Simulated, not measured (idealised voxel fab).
process module | voxel tone inversion
cross-section cut | 290 nm wide | cells 5 nm
A cross-section is a grid of square cells, given in bands from the top down. A band is one or more rows of cells.
Each band's line starts with the height of the band's top and of its bottom, in nm. Then come its materials from left to right, each with its width in nm. One material with "throughout" fills the band from edge to edge. "air" is empty space.
Height 0 is the level under which the wafer as received is all one material. The lowest band goes on downwards, as in "0 down".
A width such as "30 to 40" changes by the same amount from each row of cells to the next, from the band's top row to its bottom row.
"no change" after a step means that no cell of the cross-section changed.
closed voids: empty space of 8 cells or more with no open way to the top, each as width x height at its distance from the left edge, in nm
after a step's settings: what the simulator itself notes on the step
overlay nm, on a step with a mask: how far to the right of its planned place the mask lay; to the left if negative
plan
1 op RECEIVE | material Si
2 op CONFORMAL_DEP | material SiCN | thk nm 5
3 op DIRECTIONAL_DEP | material aC | thk nm 15
4 op PATTERN | tone cover | mask id POSTS | material resist | width nm 15 | pitch nm 45 | thk nm 20 | overlay nm 0
5 op DIRECTIONAL_ETCH | etch materials aC | depth nm 15
6 op STRIP | etch materials resist
7 op FILL_DEP | material SiO2 | thk nm 10
8 op CMP | height nm 20
9 op STRIP | etch materials aC
as received, after step 1
  0 down: Si throughout
  closed voids: none
a wafer at the end: this start, this plan, one mistake
  20 to 5: SiO2 110 | air 15 | SiO2 30 | air 15 | SiO2 120
  5 to 0: SiCN throughout
  0 down: Si throughout
  closed voids: none
what went wrong: step 4 ran as: op PATTERN | tone cover | mask id POSTS | material resist | width nm 15 | pitch nm 45 | thk nm 20 | overlay nm -5
